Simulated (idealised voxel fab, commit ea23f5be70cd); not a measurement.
Proc. module: voxel released beams
cross-section cut | 275 nm wide | cells 5 nm
Heads up, the way a cross-section reads in here is a grid of square cells, handed over as bands from the top down, with every band being one or more rows of cells.
Heads up on the band format: heights come first, top then bottom, in nm. After that it's the materials left to right, each with its width in nm. A single material flagged "all across" fills the whole band edge to edge, and "empty" means there's empty space there.
We count height from 0. Below that, the starting wafer is all one material. The lowest band never ends at the bottom but goes on down; see "top 0, no bottom" for how that is written.
Per-row width for "30->40": begins at first number (top row of band), ends at second number (bottom row), increment between rows held constant.
"no change" for a step: no cell of the cross-section changed in that step.
"Completely enclosed voids" means: voids of 8 cells or more that are shut off from the top with no open way through. Written width x height at distance, distance from the left edge, in nm.
That trailing text on a step's line, after the settings, is the simulator's own remark on the step.
overlay nm, on a step with a mask: how far to the right of its planned place the mask lay; to the left if negative
-- These are the steps we planned for the process
1,RECEIVE with material Si
2,CONFORMAL_DEP with material SiN, thk nm 5
3,DIRECTIONAL_DEP with material SiO2, thk nm 15
4,DIRECTIONAL_DEP with material aC, thk nm 15
5,PATTERN with tone open, mask id ANCHOR, material resist, width nm 35, thk nm 35, overlay nm 0
6,DIRECTIONAL_ETCH with etch materials aC, depth nm 15
7,STRIP with etch materials resist
8,DIRECTIONAL_ETCH with etch materials SiO2, depth nm 15
9,STRIP with etch materials aC
10,CONFORMAL_DEP with material W, thk nm 15
11,MASKED_ETCH with tone cover, mask id BEAM, width nm 90, etch materials W, depth nm 15, overlay nm 0
12,STRIP with etch materials SiO2
-- This is the cross-section of the wafer as we received it, i.e. after step 1
* top 0, no bottom: Si all across
* Completely enclosed voids: none
-- Figure: cross-sectional view of the wafer upon completion of the module, processed from the initial state and according to the plan depicted above, with one error introduced during execution
* top 35, bottom 20: empty 90 | W 90 | empty 95
* top 20, bottom 15: SiN all across
* top 15, bottom 0: SiO2 all across
* top 0, no bottom: Si all across
* Completely enclosed voids: none
The plan and the run diverged here: step 2 ran in the slot meant for step 3, and vice versa
